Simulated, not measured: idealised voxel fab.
The document below concerns the process module designated voxel gate over fins.
It is cross-section cut that appears here, measuring 175 nm in width, its square cells being 5 nm in size.
In what follows, cross-sections appear as grids of square cells, described through bands that run from the top down, where every band is one or more rows of cells. Within each band entry, the heights of the top and of the bottom of the band appear first, in that order and in nm; the materials of the band then follow from left to right, each with its corresponding width in nm. The designation "throughout" on a single material indicates that it fills the band from edge to edge; the designation "empty" indicates empty space. We count height from 0. Below that, the starting wafer is all one material. The lowest band never ends at the bottom but goes on down; see "top 0, no bottom" for how that is written. Note: "30..40" means the width goes from the first number (top row of the band) to the second number (bottom row) in equal steps per row of cells. No cell of the cross-section changed in a step that is given as "no modifications". Enclosed voids (no open way to top), threshold 8 cells or more, entry "Closed void entries", notation width x height at distance, distance from left edge, nm. Note: text after step settings on the step line = simulator remark on that step. "overlay nm" on a masked step: distance the mask lay right of its planned place, negative for left.
This section lists the process steps that were planned:
1: RECEIVE,material Si
2: CONFORMAL_DEP,material SiN,thk nm 10
3: MASKED_ETCH,tone cover,mask id FINS,width nm 15,pitch nm 35,etch materials SiN,depth nm 10,overlay nm 0
4: MASKED_ETCH,tone cover,mask id FINS,width nm 15,pitch nm 35,etch materials Si,depth nm 35,overlay nm 0
5: OXIDIZE,depth nm 5
6: FILL_DEP,material SiO2,thk nm 15
7: CMP,height nm 10
8: SELECTIVE_ETCH,etch materials SiO2,depth nm 20
9: STRIP,etch materials SiN
10: CONFORMAL_DEP,material HfO2,thk nm 5
11: CONFORMAL_DEP,material TiN,thk nm 5
12: FILL_DEP,material W,thk nm 10
13: CMP,height nm 15
14: CONFORMAL_DEP,material SiN,thk nm 10
This is the cross-section of the wafer as we received it, i.e. after step 1:
> top 0, no bottom | Si throughout
> Closed void entries: none
Same starting wafer, same plan as above, one mistake in the execution; this is the cross-section at the end of the module:
> top 25, bottom 15 | SiN throughout
> top 15, bottom 10 | W throughout
> top 10, bottom 5 | W 20, then TiN 30, then W 5, then TiN 30, then W 5, then TiN 30, then W 5, then TiN 30, then W 20
> top 5, bottom 0 | W 20, then TiN 5, then HfO2 20, then TiN 5, then W 5, then TiN 5, then HfO2 20, then TiN 5, then W 5, then TiN 5, then HfO2 20, then TiN 5, then W 5, then TiN 5, then HfO2 20, then TiN 5, then W 20
> top 0, bottom -5 | TiN 25, then HfO2 5, then Si 10, then HfO2 5, then TiN 15, then HfO2 5, then Si 10, then HfO2 5, then TiN 15, then HfO2 5, then Si 10, then HfO2 5, then TiN 15, then HfO2 5, then Si 10, then HfO2 5, then TiN 25
> top -5, bottom -10 | HfO2 30, then Si 10, then HfO2 25, then Si 10, then HfO2 25, then Si 10, then HfO2 25, then Si 10, then HfO2 30
> top -10, bottom -40 | SiO2 30, then Si 10, then SiO2 25, then Si 10, then SiO2 25, then Si 10, then SiO2 25, then Si 10, then SiO2 30
> top -40, no bottom | Si throughout
> Closed void entries: none
Against the plan, the run slipped here: step 3 was not run as planned; what actually ran was MASKED_ETCH,tone cover,mask id FINS,width nm 20,pitch nm 35,etch materials SiN,depth nm 10,overlay nm 0
